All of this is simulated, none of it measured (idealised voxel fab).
Presented below is a process module, voxel transistor to metal.
Displayed cross-section: cut, width of 210 nm, square cells sized 5 nm.
The cross-sections in this document take the form of a grid made of square cells. They are written out as bands, in order from top to bottom. Each band consists of one or more rows of cells. Basically the band line says how high the top is and how high the bottom is, in nm, and then what's in it from left to right, every material with its width in nm. Empty space shows up as "blank", and if a single material carries "everywhere" it runs the full band edge to edge. Basically, 0 is our baseline, since under it the wafer straight out of the box is all one material. The bottom band has no lower end and keeps on going down, so it looks like "from 0 down". Note: "30 to 40" means the width goes from the first number (top row of the band) to the second number (bottom row) in equal steps per row of cells. Basically "all unchanged" means that step didn't change any cell in the cross-section. Closed void register: empty space of 8 cells or more with no open way to the top, each as width x height at its distance from the left edge, in nm. What comes after the settings on a step's line is commentary from the simulator itself on that step. A step line may carry the setting "overlay nm", which, for steps involving a mask, states the distance by which the mask lay to the right of its intended position; negative values denote displacement to the left. Below you will find pairs of cross-sections. In each, one shows the wafer before one process step and the other after it, with the after view ending at the lowest band that changed. Under each pair is the step separating them, along with its settings. Do not assume the pairs form a chain: they can come from different runs of this module on the same starting wafer, and a pair continues from the pair above it only when its "Prior to processing" entry says so.
Prior to processing:
	from 40 to 30 | blank: 95 / aC: 15 / blank: 100
	from 30 to 25 | blank: 95 / SiCN: 15 / blank: 100
	from 25 to 20 | polySi: 40 / blank: 55 / SiCN: 15 / blank: 55 / polySi: 45
	from 20 to 15 | polySi: 40 / blank: 10 / polySi: 105 / blank: 10 / polySi: 45
	from 15 to 5 | polySi everywhere
	from 5 to 0 | SiO2: 40 / polySi: 125 / SiO2: 45
	from 0 to -5 | SiO2: 40 / polySi: 10 / SiO2: 105 / polySi: 10 / SiO2: 45
	from -5 to -10 | SiO2: 55 / Si: 95 / SiO2: 60
	from -10 to -30 | SiO2: 50 / Si: 105 / SiO2: 55
	from -30 down | Si everywhere
	Closed void register: none
after:
	from 40 to 30 | blank: 95 / aC: 15 / blank: 100
	from 30 to 20 | blank: 95 / SiCN: 15 / blank: 100
	from 20 to 5 | blank: 95 / polySi: 15 / blank: 100
	from 5 to 0 | SiO2: 40 / blank: 55 / polySi: 15 / blank: 55 / SiO2: 45
	from 0 to -5 | SiO2: 40 / blank: 10 / SiO2: 105 / blank: 10 / SiO2: 45
	For the remainder of the cross-section, below -5, there is no change.
	Closed void register: none
Link between the two cross-sections above: DIRECTIONAL_ETCH, etch materials polySi, depth nm 30
Prior to processing: Reference is made to the cross-section shown after the step in the pair directly above, which represents the state prior to this step.
after:
	from 30 to 20 | blank: 95 / SiCN: 15 / blank: 100
	For the remainder of the cross-section, below 20, there is no change.
	Closed void register: none
Link between the two cross-sections above: STRIP, etch materials aC
Prior to processing: Reference is made to the cross-section shown after the step in the pair directly above, which represents the state prior to this step.
after:
	from 35 to 30 | blank: 90 / SiN: 25 / blank: 95
	from 30 to 20 | blank: 90 / SiN: 5 / SiCN: 15 / SiN: 5 / blank: 95
	from 20 to 10 | blank: 90 / SiN: 5 / polySi: 15 / SiN: 5 / blank: 95
	from 10 to 5 | SiN: 45 / blank: 45 / SiN: 5 / polySi: 15 / SiN: 5 / blank: 45 / SiN: 50
	from 5 to 0 | SiO2: 40 / SiN: 55 / polySi: 15 / SiN: 55 / SiO2: 45
	from 0 to -5 | SiO2: 40 / SiN: 10 / SiO2: 105 / SiN: 10 / SiO2: 45
	For the remainder of the cross-section, below -5, there is no change.
	Closed void register: none
Link between the two cross-sections above: CONFORMAL_DEP, material SiN, thk nm 5
Prior to processing: Reference is made to the cross-section shown after the step in the pair directly above, which represents the state prior to this step.
after:
	from 30 to 20 | blank: 90 / SiN: 5 / SiCN: 15 / SiN: 5 / blank: 95
	from 20 to 5 | blank: 90 / SiN: 5 / polySi: 15 / SiN: 5 / blank: 95
	from 5 to 0 | SiO2: 40 / SiN: 5 / blank: 45 / SiN: 5 / polySi: 15 / SiN: 5 / blank: 45 / SiN: 5 / SiO2: 45
	For the remainder of the cross-section, below 0, there is no change.
	Closed void register: none
Link between the two cross-sections above: DIRECTIONAL_ETCH, etch materials SiN, depth nm 5
Prior to processing: Reference is made to the cross-section shown after the step in the pair directly above, which represents the state prior to this step.
after:
	from 30 to 20 | blank: 90 / SiN: 5 / SiCN: 15 / SiN: 5 / blank: 95
	from 20 to 5 | blank: 90 / SiN: 5 / polySi: 15 / SiN: 5 / blank: 95
	from 5 to 0 | blank: 40 / SiN: 5 / blank: 45 / SiN: 5 / polySi: 15 / SiN: 5 / blank: 45 / SiN: 5 / blank: 45
	from 0 to -5 | SiO2: 40 / SiN: 10 / blank: 40 / SiO2: 25 / blank: 40 / SiN: 10 / SiO2: 45
	For the remainder of the cross-section, below -5, there is no change.
	Closed void register: none
Link between the two cross-sections above: DIRECTIONAL_ETCH, etch materials SiO2, depth nm 5
Prior to processing: Reference is made to the cross-section shown after the step in the pair directly above, which represents the state prior to this step.
after:
	from 30 to 20 | blank: 90 / SiN: 5 / SiCN: 15 / SiN: 5 / blank: 95
	from 20 to 5 | blank: 90 / SiN: 5 / polySi: 15 / SiN: 5 / blank: 95
	from 5 to 0 | blank: 40 / SiN: 5 / blank: 45 / SiN: 5 / polySi: 15 / SiN: 5 / blank: 45 / SiN: 5 / blank: 45
	from 0 to -5 | SiO2: 40 / SiN: 10 / pSi: 40 / SiO2: 25 / pSi: 40 / SiN: 10 / SiO2: 45
	For the remainder of the cross-section, below -5, there is no change.
	Closed void register: none
Link between the two cross-sections above: EPI, material pSi, thk nm 5
Prior to processing: Reference is made to the cross-section shown after the step in the pair directly above, which represents the state prior to this step.
after:
	from 40 to 30 | SiO2 everywhere
	from 30 to 20 | SiO2: 90 / SiN: 5 / SiCN: 15 / SiN: 5 / SiO2: 95
	from 20 to 5 | SiO2: 90 / SiN: 5 / polySi: 15 / SiN: 5 / SiO2: 95
	from 5 to 0 | SiO2: 40 / SiN: 5 / SiO2: 45 / SiN: 5 / polySi: 15 / SiN: 5 / SiO2: 45 / SiN: 5 / SiO2: 45
	For the remainder of the cross-section, below 0, there is no change.
	Closed void register: none
Link between the two cross-sections above: FILL_DEP, material SiO2, thk nm 10
Prior to processing: Reference is made to the cross-section shown after the step in the pair directly above, which represents the state prior to this step.
after:
	from 30 to 20 | SiO2: 90 / SiN: 5 / SiCN: 15 / SiN: 5 / SiO2: 95
	For the remainder of the cross-section, below 20, there is no change.
	Closed void register: none
Link between the two cross-sections above: CMP, height nm 30
Prior to processing: Reference is made to the cross-section shown after the step in the pair directly above, which represents the state prior to this step.
after:
	from 45 to 30 | SiO2 everywhere
	For the remainder of the cross-section, below 30, there is no change.
	Closed void register: none
Link between the two cross-sections above: DIRECTIONAL_DEP, material SiO2, thk nm 15
Prior to processing: Reference is made to the cross-section shown after the step in the pair directly above, which represents the state prior to this step.
after:
	from 65 to 45 | resist: 60 / blank: 30 / resist: 25 / blank: 30 / resist: 65
	For the remainder of the cross-section, below 45, there is no change.
	Closed void register: none
Link between the two cross-sections above: PATTERN, tone open, mask id CONTACT, material resist, width nm 30, pitch nm 55, thk nm 20, overlay nm 0
Prior to processing: Reference is made to the cross-section shown after the step in the pair directly above, which represents the state prior to this step.
after:
	from 65 to 45 | resist: 60 / blank: 30 / resist: 25 / blank: 30 / resist: 65
	from 45 to 30 | SiO2: 60 / blank: 30 / SiO2: 25 / blank: 30 / SiO2: 65
	from 30 to 20 | SiO2: 60 / blank: 30 / SiN: 5 / SiCN: 15 / SiN: 5 / blank: 30 / SiO2: 65
	from 20 to 5 | SiO2: 60 / blank: 30 / SiN: 5 / polySi: 15 / SiN: 5 / blank: 30 / SiO2: 65
	from 5 to 0 | SiO2: 40 / SiN: 5 / SiO2: 15 / blank: 30 / SiN: 5 / polySi: 15 / SiN: 5 / blank: 30 / SiO2: 15 / SiN: 5 / SiO2: 45
	For the remainder of the cross-section, below 0, there is no change.
	Closed void register: none
Link between the two cross-sections above: DIRECTIONAL_ETCH, etch materials SiO2, depth nm 45
Prior to processing: Reference is made to the cross-section shown after the step in the pair directly above, which represents the state prior to this step.
after:
	from 45 to 30 | SiO2: 60 / blank: 30 / SiO2: 25 / blank: 30 / SiO2: 65
	For the remainder of the cross-section, below 30, there is no change.
	Closed void register: none
Link between the two cross-sections above: STRIP, etch materials resist
Prior to processing: Reference is made to the cross-section shown after the step in the pair directly above, which represents the state prior to this step.
after:
	from 50 to 45 | TiN: 65 / blank: 20 / TiN: 35 / blank: 20 / TiN: 70
	from 45 to 30 | SiO2: 60 / TiN: 5 / blank: 20 / TiN: 5 / SiO2: 25 / TiN: 5 / blank: 20 / TiN: 5 / SiO2: 65
	from 30 to 20 | SiO2: 60 / TiN: 5 / blank: 20 / TiN: 5 / SiN: 5 / SiCN: 15 / SiN: 5 / TiN: 5 / blank: 20 / TiN: 5 / SiO2: 65
	from 20 to 5 | SiO2: 60 / TiN: 5 / blank: 20 / TiN: 5 / SiN: 5 / polySi: 15 / SiN: 5 / TiN: 5 / blank: 20 / TiN: 5 / SiO2: 65
	from 5 to 0 | SiO2: 40 / SiN: 5 / SiO2: 15 / TiN: 30 / SiN: 5 / polySi: 15 / SiN: 5 / TiN: 30 / SiO2: 15 / SiN: 5 / SiO2: 45
	For the remainder of the cross-section, below 0, there is no change.
	Closed void register: none
Link between the two cross-sections above: CONFORMAL_DEP, material TiN, thk nm 5
Prior to processing: Reference is made to the cross-section shown after the step in the pair directly above, which represents the state prior to this step.
after:
	from 55 to 50 | W everywhere
	from 50 to 45 | TiN: 65 / W: 20 / TiN: 35 / W: 20 / TiN: 70
	from 45 to 30 | SiO2: 60 / TiN: 5 / W: 20 / TiN: 5 / SiO2: 25 / TiN: 5 / W: 20 / TiN: 5 / SiO2: 65
	from 30 to 20 | SiO2: 60 / TiN: 5 / W: 20 / TiN: 5 / SiN: 5 / SiCN: 15 / SiN: 5 / TiN: 5 / W: 20 / TiN: 5 / SiO2: 65
	from 20 to 5 | SiO2: 60 / TiN: 5 / W: 20 / TiN: 5 / SiN: 5 / polySi: 15 / SiN: 5 / TiN: 5 / W: 20 / TiN: 5 / SiO2: 65
	For the remainder of the cross-section, below 5, there is no change.
	Closed void register: none
Link between the two cross-sections above: FILL_DEP, material W, thk nm 5
Prior to processing: Reference is made to the cross-section shown after the step in the pair directly above, which represents the state prior to this step.
after:
	from 45 to 30 | SiO2: 60 / TiN: 5 / W: 20 / TiN: 5 / SiO2: 25 / TiN: 5 / W: 20 / TiN: 5 / SiO2: 65
	For the remainder of the cross-section, below 30, there is no change.
	Closed void register: none
Link between the two cross-sections above: CMP, height nm 45
Prior to processing: Reference is made to the cross-section shown after the step in the pair directly above, which represents the state prior to this step.
after:
	from 50 to 45 | TiN everywhere
	For the remainder of the cross-section, below 45, there is no change.
	Closed void register: none
Link between the two cross-sections above: DIRECTIONAL_DEP, material TiN, thk nm 5
Prior to processing: Reference is made to the cross-section shown after the step in the pair directly above, which represents the state prior to this step.
after:
	from 75 to 50 | W everywhere
	For the remainder of the cross-section, below 50, there is no change.
	Closed void register: none
Link between the two cross-sections above: DIRECTIONAL_DEP, material W, thk nm 25
Prior to processing: Reference is made to the cross-section shown after the step in the pair directly above, which represents the state prior to this step.
after:
	from 90 to 75 | aC everywhere
	For the remainder of the cross-section, below 75, there is no change.
	Closed void register: none
Link between the two cross-sections above: DIRECTIONAL_DEP, material aC, thk nm 15
Prior to processing: Reference is made to the cross-section shown after the step in the pair directly above, which represents the state prior to this step.
after:
	from 125 to 90 | blank: 60 / resist: 15 / blank: 55 / resist: 15 / blank: 65
	For the remainder of the cross-section, below 90, there is no change.
	Closed void register: none
Link between the two cross-sections above: PATTERN, tone cover, mask id METAL_1, material resist, width nm 15, pitch nm 70, thk nm 35, overlay nm 0
Prior to processing: Reference is made to the cross-section shown after the step in the pair directly above, which represents the state prior to this step.
after:
	from 110 to 90 | blank: 60 / resist: 15 / blank: 55 / resist: 15 / blank: 65
	from 90 to 75 | blank: 60 / aC: 15 / blank: 55 / aC: 15 / blank: 65
	For the remainder of the cross-section, below 75, there is no change.
	Closed void register: none
Link between the two cross-sections above: DIRECTIONAL_ETCH, etch materials aC, depth nm 15
Prior to processing: Reference is made to the cross-section shown after the step in the pair directly above, which represents the state prior to this step.
after:
	from 90 to 75 | blank: 60 / aC: 15 / blank: 55 / aC: 15 / blank: 65
	For the remainder of the cross-section, below 75, there is no change.
	Closed void register: none
Link between the two cross-sections above: STRIP, etch materials resist
Prior to processing: Reference is made to the cross-section shown after the step in the pair directly above, which represents the state prior to this step.
after:
	from 90 to 75 | blank: 60 / aC: 15 / blank: 55 / aC: 15 / blank: 65
	from 75 to 50 | blank: 60 / W: 15 / blank: 55 / W: 15 / blank: 65
	For the remainder of the cross-section, below 50, there is no change.
	Closed void register: none
Link between the two cross-sections above: DIRECTIONAL_ETCH, etch materials W, depth nm 25
Prior to processing: Reference is made to the cross-section shown after the step in the pair directly above, which represents the state prior to this step.
after:
	from 90 to 75 | blank: 60 / aC: 15 / blank: 55 / aC: 15 / blank: 65
	from 75 to 50 | blank: 60 / W: 15 / blank: 55 / W: 15 / blank: 65
	from 50 to 45 | blank: 60 / TiN: 15 / blank: 55 / TiN: 15 / blank: 65
	For the remainder of the cross-section, below 45, there is no change.
	Closed void register: none
Link between the two cross-sections above: DIRECTIONAL_ETCH, etch materials TiN, depth nm 5
Prior to processing: Reference is made to the cross-section shown after the step in the pair directly above, which represents the state prior to this step.
after:
	from 75 to 50 | blank: 60 / W: 15 / blank: 55 / W: 15 / blank: 65
	For the remainder of the cross-section, below 50, there is no change.
	Closed void register: none
Link between the two cross-sections above: STRIP, etch materials aC
Prior to processing: Reference is made to the cross-section shown after the step in the pair directly above, which represents the state prior to this step.
after:
	from 85 to 75 | SiO2 everywhere
	from 75 to 50 | SiO2: 60 / W: 15 / SiO2: 55 / W: 15 / SiO2: 65
	from 50 to 45 | SiO2: 60 / TiN: 15 / SiO2: 55 / TiN: 15 / SiO2: 65
	For the remainder of the cross-section, below 45, there is no change.
	Closed void register: none
Link between the two cross-sections above: FILL_DEP, material SiO2, thk nm 10
Prior to processing: Reference is made to the cross-section shown after the step in the pair directly above, which represents the state prior to this step.
after:
	from 75 to 50 | SiO2: 60 / W: 15 / SiO2: 55 / W: 15 / SiO2: 65
	For the remainder of the cross-section, below 50, there is no change.
	Closed void register: none
Link between the two cross-sections above: CMP, height nm 75
Prior to processing: Reference is made to the cross-section shown after the step in the pair directly above, which represents the state prior to this step.
after:
	from 80 to 75 | SiN everywhere
	For the remainder of the cross-section, below 75, there is no change.
	Closed void register: none
Link between the two cross-sections above: CONFORMAL_DEP, material SiN, thk nm 5
Prior to processing:
	from 50 to 45 | TiN everywhere
	from 45 to 30 | SiO2: 60 / TiN: 5 / W: 20 / TiN: 5 / SiO2: 25 / TiN: 5 / W: 20 / TiN: 5 / SiO2: 65
	from 30 to 20 | SiO2: 60 / TiN: 5 / W: 20 / TiN: 5 / SiN: 5 / SiCN: 15 / SiN: 5 / TiN: 5 / W: 20 / TiN: 5 / SiO2: 65
	from 20 to 5 | SiO2: 60 / TiN: 5 / W: 20 / TiN: 5 / SiN: 5 / polySi: 15 / SiN: 5 / TiN: 5 / W: 20 / TiN: 5 / SiO2: 65
	from 5 to 0 | SiO2: 45 / SiN: 5 / SiO2: 10 / TiN: 30 / SiN: 5 / polySi: 15 / SiN: 5 / TiN: 30 / SiO2: 10 / SiN: 5 / SiO2: 50
	from 0 to -5 | SiO2: 50 / pSi: 40 / SiO2: 25 / pSi: 40 / SiO2: 55
	from -5 to -30 | SiO2: 50 / Si: 105 / SiO2: 55
	from -30 down | Si everywhere
	Closed void register: none
after:
	from 70 to 50 | W everywhere
	For the remainder of the cross-section, below 50, there is no change.
	Closed void register: none
Link between the two cross-sections above: DIRECTIONAL_DEP, material W, thk nm 20
Prior to processing: Reference is made to the cross-section shown after the step in the pair directly above, which represents the state prior to this step.
after:
	from 85 to 70 | aC everywhere
	For the remainder of the cross-section, below 70, there is no change.
	Closed void register: none
Link between the two cross-sections above: DIRECTIONAL_DEP, material aC, thk nm 15
Prior to processing: Reference is made to the cross-section shown after the step in the pair directly above, which represents the state prior to this step.
after:
	from 120 to 85 | blank: 60 / resist: 15 / blank: 55 / resist: 15 / blank: 65
	For the remainder of the cross-section, below 85, there is no change.
	Closed void register: none
Link between the two cross-sections above: PATTERN, tone cover, mask id METAL_1, material resist, width nm 15, pitch nm 70, thk nm 35, overlay nm 0
Prior to processing: Reference is made to the cross-section shown after the step in the pair directly above, which represents the state prior to this step.
after:
	from 105 to 85 | blank: 60 / resist: 15 / blank: 55 / resist: 15 / blank: 65
	from 85 to 70 | blank: 60 / aC: 15 / blank: 55 / aC: 15 / blank: 65
	For the remainder of the cross-section, below 70, there is no change.
	Closed void register: none
Link between the two cross-sections above: DIRECTIONAL_ETCH, etch materials aC, depth nm 15
Prior to processing: Reference is made to the cross-section shown after the step in the pair directly above, which represents the state prior to this step.
after:
	from 85 to 70 | blank: 60 / aC: 15 / blank: 55 / aC: 15 / blank: 65
	For the remainder of the cross-section, below 70, there is no change.
	Closed void register: none
Link between the two cross-sections above: STRIP, etch materials resist
Prior to processing: Reference is made to the cross-section shown after the step in the pair directly above, which represents the state prior to this step.
after:
	from 85 to 70 | blank: 60 / aC: 15 / blank: 55 / aC: 15 / blank: 65
	from 70 to 50 | blank: 60 / W: 15 / blank: 55 / W: 15 / blank: 65
	For the remainder of the cross-section, below 50, there is no change.
	Closed void register: none
Link between the two cross-sections above: DIRECTIONAL_ETCH, etch materials W, depth nm 25
Prior to processing: Reference is made to the cross-section shown after the step in the pair directly above, which represents the state prior to this step.
after:
	from 85 to 70 | blank: 60 / aC: 15 / blank: 55 / aC: 15 / blank: 65
	from 70 to 50 | blank: 60 / W: 15 / blank: 55 / W: 15 / blank: 65
	from 50 to 45 | blank: 60 / TiN: 15 / blank: 55 / TiN: 15 / blank: 65
	For the remainder of the cross-section, below 45, there is no change.
	Closed void register: none
Link between the two cross-sections above: DIRECTIONAL_ETCH, etch materials TiN, depth nm 5
Prior to processing: Reference is made to the cross-section shown after the step in the pair directly above, which represents the state prior to this step.
after:
	from 70 to 50 | blank: 60 / W: 15 / blank: 55 / W: 15 / blank: 65
	For the remainder of the cross-section, below 50, there is no change.
	Closed void register: none
Link between the two cross-sections above: STRIP, etch materials aC
Prior to processing: Reference is made to the cross-section shown after the step in the pair directly above, which represents the state prior to this step.
after:
	from 80 to 70 | SiO2 everywhere
	from 70 to 50 | SiO2: 60 / W: 15 / SiO2: 55 / W: 15 / SiO2: 65
	from 50 to 45 | SiO2: 60 / TiN: 15 / SiO2: 55 / TiN: 15 / SiO2: 65
	For the remainder of the cross-section, below 45, there is no change.
	Closed void register: none
Link between the two cross-sections above: FILL_DEP, material SiO2, thk nm 10
Prior to processing: Reference is made to the cross-section shown after the step in the pair directly above, which represents the state prior to this step.
after:
	from 75 to 70 | SiO2 everywhere
	For the remainder of the cross-section, below 70, there is no change.
	Closed void register: none
Link between the two cross-sections above: CMP, height nm 75
Prior to processing: Reference is made to the cross-section shown after the step in the pair directly above, which represents the state prior to this step.
after:
	from 80 to 75 | SiN everywhere
	For the remainder of the cross-section, below 75, there is no change.
	Closed void register: none
Link between the two cross-sections above: CONFORMAL_DEP, material SiN, thk nm 5
Prior to processing:
	from 45 to 30 | SiO2 everywhere
	from 30 to 20 | SiO2: 90 / SiN: 5 / SiCN: 15 / SiN: 5 / SiO2: 95
	from 20 to 5 | SiO2: 90 / SiN: 5 / polySi: 15 / SiN: 5 / SiO2: 95
	from 5 to 0 | SiO2: 45 / SiN: 5 / SiO2: 40 / SiN: 5 / polySi: 15 / SiN: 5 / SiO2: 40 / SiN: 5 / SiO2: 50
	from 0 to -5 | SiO2: 50 / pSi: 40 / SiO2: 25 / pSi: 40 / SiO2: 55
	from -5 to -30 | SiO2: 50 / Si: 105 / SiO2: 55
	from -30 down | Si everywhere
	Closed void register: none
after:
	from 65 to 45 | resist: 55 / blank: 40 / resist: 15 / blank: 40 / resist: 60
	For the remainder of the cross-section, below 45, there is no change.
	Closed void register: none
Link between the two cross-sections above: PATTERN, tone open, mask id CONTACT, material resist, width nm 40, pitch nm 55, thk nm 20, overlay nm 0
Prior to processing: Reference is made to the cross-section shown after the step in the pair directly above, which represents the state prior to this step.
after:
	from 65 to 45 | resist: 55 / blank: 40 / resist: 15 / blank: 40 / resist: 60
	from 45 to 30 | SiO2: 55 / blank: 40 / SiO2: 15 / blank: 40 / SiO2: 60
	from 30 to 20 | SiO2: 55 / blank: 35 / SiN: 5 / SiCN: 15 / SiN: 5 / blank: 35 / SiO2: 60
	from 20 to 5 | SiO2: 55 / blank: 35 / SiN: 5 / polySi: 15 / SiN: 5 / blank: 35 / SiO2: 60
	from 5 to 0 | SiO2: 45 / SiN: 5 / SiO2: 5 / blank: 35 / SiN: 5 / polySi: 15 / SiN: 5 / blank: 35 / SiO2: 5 / SiN: 5 / SiO2: 50
	For the remainder of the cross-section, below 0, there is no change.
	Closed void register: none
Link between the two cross-sections above: DIRECTIONAL_ETCH, etch materials SiO2, depth nm 45
Prior to processing: Reference is made to the cross-section shown after the step in the pair directly above, which represents the state prior to this step.
after:
	from 45 to 30 | SiO2: 55 / blank: 40 / SiO2: 15 / blank: 40 / SiO2: 60
	For the remainder of the cross-section, below 30, there is no change.
	Closed void register: none
Link between the two cross-sections above: STRIP, etch materials resist
Prior to processing: Reference is made to the cross-section shown after the step in the pair directly above, which represents the state prior to this step.
after:
	from 50 to 45 | TiN: 60 / blank: 30 / TiN: 25 / blank: 30 / TiN: 65
	from 45 to 35 | SiO2: 55 / TiN: 5 / blank: 30 / TiN: 5 / SiO2: 15 / TiN: 5 / blank: 30 / TiN: 5 / SiO2: 60
	from 35 to 30 | SiO2: 55 / TiN: 5 / blank: 25 / TiN: 10 / SiO2: 15 / TiN: 10 / blank: 25 / TiN: 5 / SiO2: 60
	from 30 to 20 | SiO2: 55 / TiN: 5 / blank: 25 / TiN: 5 / SiN: 5 / SiCN: 15 / SiN: 5 / TiN: 5 / blank: 25 / TiN: 5 / SiO2: 60
	from 20 to 5 | SiO2: 55 / TiN: 5 / blank: 25 / TiN: 5 / SiN: 5 / polySi: 15 / SiN: 5 / TiN: 5 / blank: 25 / TiN: 5 / SiO2: 60
	from 5 to 0 | SiO2: 45 / SiN: 5 / SiO2: 5 / TiN: 35 / SiN: 5 / polySi: 15 / SiN: 5 / TiN: 35 / SiO2: 5 / SiN: 5 / SiO2: 50
	For the remainder of the cross-section, below 0, there is no change.
	Closed void register: none
Link between the two cross-sections above: CONFORMAL_DEP, material TiN, thk nm 5
Prior to processing: Reference is made to the cross-section shown after the step in the pair directly above, which represents the state prior to this step.
after:
	from 55 to 50 | W everywhere
	from 50 to 45 | TiN: 60 / W: 30 / TiN: 25 / W: 30 / TiN: 65
	from 45 to 35 | SiO2: 55 / TiN: 5 / W: 30 / TiN: 5 / SiO2: 15 / TiN: 5 / W: 30 / TiN: 5 / SiO2: 60
	from 35 to 30 | SiO2: 55 / TiN: 5 / W: 25 / TiN: 10 / SiO2: 15 / TiN: 10 / W: 25 / TiN: 5 / SiO2: 60
	from 30 to 20 | SiO2: 55 / TiN: 5 / W: 25 / TiN: 5 / SiN: 5 / SiCN: 15 / SiN: 5 / TiN: 5 / W: 25 / TiN: 5 / SiO2: 60
	from 20 to 5 | SiO2: 55 / TiN: 5 / W: 25 / TiN: 5 / SiN: 5 / polySi: 15 / SiN: 5 / TiN: 5 / W: 25 / TiN: 5 / SiO2: 60
	For the remainder of the cross-section, below 5, there is no change.
	Closed void register: none
Link between the two cross-sections above: FILL_DEP, material W, thk nm 5
Prior to processing: Reference is made to the cross-section shown after the step in the pair directly above, which represents the state prior to this step.
after:
	from 45 to 35 | SiO2: 55 / TiN: 5 / W: 30 / TiN: 5 / SiO2: 15 / TiN: 5 / W: 30 / TiN: 5 / SiO2: 60
	For the remainder of the cross-section, below 35, there is no change.
	Closed void register: none
Link between the two cross-sections above: CMP, height nm 45
Prior to processing: Reference is made to the cross-section shown after the step in the pair directly above, which represents the state prior to this step.
after:
	from 50 to 45 | TiN everywhere
	For the remainder of the cross-section, below 45, there is no change.
	Closed void register: none
Link between the two cross-sections above: DIRECTIONAL_DEP, material TiN, thk nm 5
Prior to processing: Reference is made to the cross-section shown after the step in the pair directly above, which represents the state prior to this step.
after:
	from 75 to 50 | W everywhere
	For the remainder of the cross-section, below 50, there is no change.
	Closed void register: none
Link between the two cross-sections above: DIRECTIONAL_DEP, material W, thk nm 25
Prior to processing: Reference is made to the cross-section shown after the step in the pair directly above, which represents the state prior to this step.
after:
	from 90 to 75 | aC everywhere
	For the remainder of the cross-section, below 75, there is no change.
	Closed void register: none
Link between the two cross-sections above: DIRECTIONAL_DEP, material aC, thk nm 15
Prior to processing: Reference is made to the cross-section shown after the step in the pair directly above, which represents the state prior to this step.
after:
	from 125 to 90 | blank: 60 / resist: 15 / blank: 55 / resist: 15 / blank: 65
	For the remainder of the cross-section, below 90, there is no change.
	Closed void register: none
Link between the two cross-sections above: PATTERN, tone cover, mask id METAL_1, material resist, width nm 15, pitch nm 70, thk nm 35, overlay nm 0
Prior to processing: Reference is made to the cross-section shown after the step in the pair directly above, which represents the state prior to this step.
after:
	from 110 to 90 | blank: 60 / resist: 15 / blank: 55 / resist: 15 / blank: 65
	from 90 to 75 | blank: 60 / aC: 15 / blank: 55 / aC: 15 / blank: 65
	For the remainder of the cross-section, below 75, there is no change.
	Closed void register: none
Link between the two cross-sections above: DIRECTIONAL_ETCH, etch materials aC, depth nm 15
Prior to processing: Reference is made to the cross-section shown after the step in the pair directly above, which represents the state prior to this step.
after:
	from 90 to 75 | blank: 60 / aC: 15 / blank: 55 / aC: 15 / blank: 65
	For the remainder of the cross-section, below 75, there is no change.
	Closed void register: none
Link between the two cross-sections above: STRIP, etch materials resist
Prior to processing: Reference is made to the cross-section shown after the step in the pair directly above, which represents the state prior to this step.
after:
	from 90 to 75 | blank: 60 / aC: 15 / blank: 55 / aC: 15 / blank: 65
	from 75 to 50 | blank: 60 / W: 15 / blank: 55 / W: 15 / blank: 65
	For the remainder of the cross-section, below 50, there is no change.
	Closed void register: none
Link between the two cross-sections above: DIRECTIONAL_ETCH, etch materials W, depth nm 25
Prior to processing: Reference is made to the cross-section shown after the step in the pair directly above, which represents the state prior to this step.
after:
	from 90 to 75 | blank: 60 / aC: 15 / blank: 55 / aC: 15 / blank: 65
	from 75 to 50 | blank: 60 / W: 15 / blank: 55 / W: 15 / blank: 65
	from 50 to 45 | blank: 60 / TiN: 15 / blank: 55 / TiN: 15 / blank: 65
	For the remainder of the cross-section, below 45, there is no change.
	Closed void register: none
Link between the two cross-sections above: DIRECTIONAL_ETCH, etch materials TiN, depth nm 5
Prior to processing: Reference is made to the cross-section shown after the step in the pair directly above, which represents the state prior to this step.
after:
	from 75 to 50 | blank: 60 / W: 15 / blank: 55 / W: 15 / blank: 65
	For the remainder of the cross-section, below 50, there is no change.
	Closed void register: none
Link between the two cross-sections above: STRIP, etch materials aC
Prior to processing: Reference is made to the cross-section shown after the step in the pair directly above, which represents the state prior to this step.
after:
	from 85 to 75 | SiO2 everywhere
	from 75 to 50 | SiO2: 60 / W: 15 / SiO2: 55 / W: 15 / SiO2: 65
	from 50 to 45 | SiO2: 60 / TiN: 15 / SiO2: 55 / TiN: 15 / SiO2: 65
	For the remainder of the cross-section, below 45, there is no change.
	Closed void register: none
Link between the two cross-sections above: FILL_DEP, material SiO2, thk nm 10
Prior to processing: Reference is made to the cross-section shown after the step in the pair directly above, which represents the state prior to this step.
after:
	from 75 to 50 | SiO2: 60 / W: 15 / SiO2: 55 / W: 15 / SiO2: 65
	For the remainder of the cross-section, below 50, there is no change.
	Closed void register: none
Link between the two cross-sections above: CMP, height nm 75
Prior to processing: Reference is made to the cross-section shown after the step in the pair directly above, which represents the state prior to this step.
after:
	from 80 to 75 | SiN everywhere
	For the remainder of the cross-section, below 75, there is no change.
	Closed void register: none
Link between the two cross-sections above: CONFORMAL_DEP, material SiN, thk nm 5
Prior to processing:
	from 45 to 30 | SiO2 everywhere
	from 30 to 20 | SiO2: 90 / SiN: 5 / SiCN: 15 / SiN: 5 / SiO2: 95
	from 20 to 5 | SiO2: 90 / SiN: 5 / polySi: 15 / SiN: 5 / SiO2: 95
	from 5 to 0 | SiO2: 45 / SiN: 5 / SiO2: 40 / SiN: 5 / polySi: 15 / SiN: 5 / SiO2: 40 / SiN: 5 / SiO2: 50
	from 0 to -5 | SiO2: 50 / pSi: 40 / SiO2: 25 / pSi: 40 / SiO2: 55
	from -5 to -30 | SiO2: 50 / Si: 105 / SiO2: 55
	from -30 down | Si everywhere
	Closed void register: none
after:
	from 65 to 45 | resist: 65 / blank: 30 / resist: 25 / blank: 30 / resist: 60
	For the remainder of the cross-section, below 45, there is no change.
	Closed void register: none
Link between the two cross-sections above: PATTERN, tone open, mask id CONTACT, material resist, width nm 30, pitch nm 55, thk nm 20, overlay nm 5
Prior to processing: Reference is made to the cross-section shown after the step in the pair directly above, which represents the state prior to this step.
after:
	from 65 to 45 | resist: 65 / blank: 30 / resist: 25 / blank: 30 / resist: 60
	from 45 to 30 | SiO2: 65 / blank: 30 / SiO2: 25 / blank: 30 / SiO2: 60
	from 30 to 20 | SiO2: 65 / blank: 25 / SiN: 5 / SiCN: 15 / SiN: 5 / SiO2: 5 / blank: 30 / SiO2: 60
	from 20 to 5 | SiO2: 65 / blank: 25 / SiN: 5 / polySi: 15 / SiN: 5 / SiO2: 5 / blank: 30 / SiO2: 60
	from 5 to 0 | SiO2: 45 / SiN: 5 / SiO2: 15 / blank: 25 / SiN: 5 / polySi: 15 / SiN: 5 / SiO2: 5 / blank: 30 / SiO2: 5 / SiN: 5 / SiO2: 50
	For the remainder of the cross-section, below 0, there is no change.
	Closed void register: none
Link between the two cross-sections above: DIRECTIONAL_ETCH, etch materials SiO2, depth nm 45
Prior to processing: Reference is made to the cross-section shown after the step in the pair directly above, which represents the state prior to this step.
after:
	from 45 to 30 | SiO2: 65 / blank: 30 / SiO2: 25 / blank: 30 / SiO2: 60
	For the remainder of the cross-section, below 30, there is no change.
	Closed void register: none
Link between the two cross-sections above: STRIP, etch materials resist
